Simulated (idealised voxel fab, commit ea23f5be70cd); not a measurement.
process module | voxel released beams
cross-section cut | 140 nm wide | cells 5 nm
A cross-section is a grid of square cells, given in bands from the top down. A band is one or more rows of cells.
Each band's line starts with the height of the band's top and of its bottom, in nm. Then come its materials from left to right, each with its width in nm. One material with "throughout" fills the band from edge to edge. "air" is empty space.
Height 0 is the level under which the wafer as received is all one material. The lowest band goes on downwards, as in "0 down".
A width such as "30 to 40" changes by the same amount from each row of cells to the next, from the band's top row to its bottom row.
"no change" after a step means that no cell of the cross-section changed.
closed voids: empty space of 8 cells or more with no open way to the top, each as width x height at its distance from the left edge, in nm
after a step's settings: what the simulator itself notes on the step
overlay nm, on a step with a mask: how far to the right of its planned place the mask lay; to the left if negative
plan
1 op RECEIVE | material Si
2 op CONFORMAL_DEP | material SiN | thk nm 5
3 op DIRECTIONAL_DEP | material SiO2 | thk nm 10
4 op DIRECTIONAL_DEP | material aC | thk nm 15
5 op PATTERN | tone open | mask id ANCHOR | material resist | width nm 25 | thk nm 30 | overlay nm 0
6 op DIRECTIONAL_ETCH | etch materials aC | depth nm 15
7 op STRIP | etch materials resist
8 op DIRECTIONAL_ETCH | etch materials SiO2 | depth nm 10
9 op STRIP | etch materials aC
10 op CONFORMAL_DEP | material W | thk nm 10
11 op MASKED_ETCH | tone cover | mask id BEAM | width nm 70 | etch materials W | depth nm 10 | overlay nm 0
12 op STRIP | etch materials SiO2
as received, after step 1
  0 down: Si throughout
  closed voids: none
first wafer at the end, as planned
  25 to 15: air 30 | W 15 | air 5 | W 50 | air 40
  15 to 5: air 35 | W 25 | air 80
  5 to 0: SiN throughout
  0 down: Si throughout
  closed voids: none
second wafer at the end: like start, like plan, one mistake
  25 to 15: air 30 | W 70 | air 40
  15 to 5: air 40 | W 15 | air 85
  5 to 0: SiN throughout
  0 down: Si throughout
  closed voids: none
what went wrong: step 5 ran as: op PATTERN | tone open | mask id ANCHOR | material resist | width nm 15 | thk nm 30 | overlay nm 0
at the end the second wafer has, in cells: 2 fewer of W
